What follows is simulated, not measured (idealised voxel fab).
voxel spacer lines: a process module
The cross-section shown here is cut; it is 185 nm wide and divided into square cells measuring 5 nm on a side.
A cross-section is a grid of square cells, given in bands from the top down. A band is one or more rows of cells.
Band: top and bottom heights (nm) first, top before bottom; then materials from left to right, widths in nm. "throughout" marks a sole material filling the band edge to edge. "air" denotes empty space.
Height datum 0, below which the as-received substrate wafer is one material. Lowest band open at the bottom, running downward: "top 0, no bottom".
It should be noted that a width expressed as "30..40" varies in equal increments from row to row of cells within the band, taking the value of the first number at the top row and that of the second number at the bottom row.
"no alterations made" for a step: no cell of the cross-section changed in that step.
So "Closed void catalog" is basically the list of trapped voids: any empty space of 8 cells or more that can't reach the top through an opening. They're written width x height at distance, the distance being from the left edge, and it's all nm.
Past the settings on a step's line: simulator remark, on that step.
Steps that use a mask can have "overlay nm" on their line. It says how far the mask sat to the right of where it was meant to be. Negative means to the left.

### So here's the lineup of process steps we planned
step 1: op RECEIVE | material Si
step 2: op CONFORMAL_DEP | material Al2O3 | thk nm 10
step 3: op DIRECTIONAL_DEP | material SiN | thk nm 10
step 4: op DIRECTIONAL_DEP | material polySi | thk nm 30
step 5: op PATTERN | tone cover | mask id MANDREL | material resist | width nm 20 | pitch nm 60 | thk nm 40 | overlay nm -5
step 6: op DIRECTIONAL_ETCH | etch materials polySi | depth nm 30
step 7: op STRIP | etch materials resist
step 8: op CONFORMAL_DEP | material SiO2 | thk nm 10
step 9: op DIRECTIONAL_ETCH | etch materials SiO2 | depth nm 10
step 10: op STRIP | etch materials polySi
step 11: op DIRECTIONAL_ETCH | etch materials SiN | depth nm 10
step 12: op STRIP | etch materials SiO2
Every wafer here starts from the same state; it is the step 5 overlay nm that distinguishes them, and the value the plan gives belongs to the first wafer.

### Cut through the first of several wafers as received, post step 1
    top 0, no bottom = Si throughout
    Closed void catalog: none

### End of module, by wafer: material-by-material cell gain (+) or loss (-) since receipt, then closed voids
overlay nm -5; +74 Al2O3; +24 SiN; Closed void catalog: none
overlay nm 0; +74 Al2O3; +24 SiN; Closed void catalog: none
overlay nm 5; +74 Al2O3; +24 SiN; Closed void catalog: none
overlay nm 10; +74 Al2O3; +24 SiN; Closed void catalog: none
